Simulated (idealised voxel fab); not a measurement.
Presented below is a process module, voxel released beams.
Shown is cross-section cut, with a width of 230 nm and square cells of size 5 nm.
Square cells in a grid make up a cross-section in this document, and the grid is given as bands, listed from the top down, each one or more rows of cells.
First you get the band's top height and its bottom height, in nm, and then the materials it's made of, left to right, with each width in nm. If you see a single material with "edge to edge", that one covers the band edge to edge. "air" is empty space.
Basically, 0 is our baseline, since under it the wafer straight out of the box is all one material. The bottom band has no lower end and keeps on going down, so it looks like "0 down".
A width given as "30..40" starts at the first number in the band's top row and ends at the second number in its bottom row, shifting by an equal amount at every step from row to row.
Any step labelled "remained the same" changed none of the cells in the cross-section.
Closed empty spaces (no open way to the top) of 8 cells or more are what "Closed cavities" lists, each as width x height at distance from the left edge, nm for all three.
Anything after a step's settings on that line? It's the simulator's own note about the step.
"overlay nm", when on a step's line for a step with a mask, measures how far to the right of its planned place the mask lay; a negative measure means to the left.

### Process steps - plan
1. RECEIVE,material Si
2. CONFORMAL_DEP,material Al2O3,thk nm 10
3. DIRECTIONAL_DEP,material SiO2,thk nm 15
4. PATTERN,tone open,mask id ANCHOR,material resist,width nm 35,thk nm 15,overlay nm 0
5. DIRECTIONAL_ETCH,etch materials SiO2,depth nm 15
6. STRIP,etch materials resist
7. CONFORMAL_DEP,material polySi,thk nm 10
8. DIRECTIONAL_DEP,material aC,thk nm 10
9. PATTERN,tone cover,mask id BEAM,material resist,width nm 95,thk nm 25,overlay nm 0
10. DIRECTIONAL_ETCH,etch materials aC,depth nm 10
11. STRIP,etch materials resist
12. DIRECTIONAL_ETCH,etch materials polySi,depth nm 10
13. STRIP,etch materials aC
14. STRIP,etch materials SiO2

### Cross-section of the incoming wafer, state after step 1
    0 down: Si edge to edge
    Closed cavities: none

### This is how the wafer looks in cross-section once the module is done, given the starting state and plan above and one mistake in carrying the plan out
    35 to 25: 65 air  50 polySi  115 air
    25 to 20: 60 air  10 polySi  35 SiO2  10 polySi  115 air
    20 to 10: 60 air  10 polySi  35 SiO2  55 polySi  70 air
    10 to 0: Al2O3 edge to edge
    0 down: Si edge to edge
    Closed cavities: none
Plan not followed: step 4 was processed under conditions differing from the plan, specifically as PATTERN,tone cover,mask id ANCHOR,material resist,width nm 35,thk nm 15,overlay nm 0
